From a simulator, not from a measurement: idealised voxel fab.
The process module that follows is named voxel released beams.
It is cross-section cut that appears here, measuring 265 nm in width, its square cells being 5 nm in size.
Square cells in a grid make up a cross-section in this document, and the grid is given as bands, listed from the top down, each one or more rows of cells. The entry gives the band's vertical extent as a top height and a bottom height in nm, then its horizontal make-up as materials from left to right, each with a width in nm. "empty" stands for empty space; a single material marked "everywhere" fills the band edge to edge. For the purposes of this specification, 0 denotes the height below which the wafer in its as-received condition is composed wholly of one material, and the lowermost band, lacking a lower limit, extends downward without end, as expressed in "0..down". The two numbers in a width such as "30 to 40" mark its ends across the band: the first belongs to the top row of cells, the second to the bottom row, and from each row to the next the width moves by the same amount. When a step is marked "no modifications", none of the cells in the cross-section changed during that step. This entry, "Fully closed voids", enumerates those empty regions of no fewer than 8 cells that possess no open connection to the top. Each region is reported in the form width x height at distance, the distance being taken from the left edge, with all three quantities expressed in nm. On each step's line, the part that comes after the settings is the simulator's own comment on the step. The optional step-line setting "overlay nm" applies to steps with a mask and quantifies how far to the right of its planned location the mask lay, a negative value indicating leftward placement.
[Listed below are the process steps as planned]
1: RECEIVE [material Si]
2: CONFORMAL_DEP [material Al2O3] [thk nm 10]
3: DIRECTIONAL_DEP [material SiO2] [thk nm 10]
4: MASKED_ETCH [tone open] [mask id ANCHOR] [width nm 40] [etch materials SiO2] [depth nm 10] [overlay nm 0]
5: CONFORMAL_DEP [material W] [thk nm 15]
6: MASKED_ETCH [tone cover] [mask id BEAM] [width nm 90] [etch materials W] [depth nm 15] [overlay nm 0]
7: STRIP [etch materials SiO2]
[Cross-sectional view of the wafer in its as-received condition, corresponding to the state after step 1]
    0..down: Si everywhere
    Fully closed voids: none
[Module complete, cross-section. Starting point and plan per above. One mistake made in running the module]
    20..10: SiO2 90 nm / empty 40 nm / SiO2 135 nm
    10..0: Al2O3 everywhere
    0..down: Si everywhere
    Fully closed voids: none
Misprocessing identified: step 7 ran with different settings than intended, the actual operation and settings being STRIP [etch materials W]
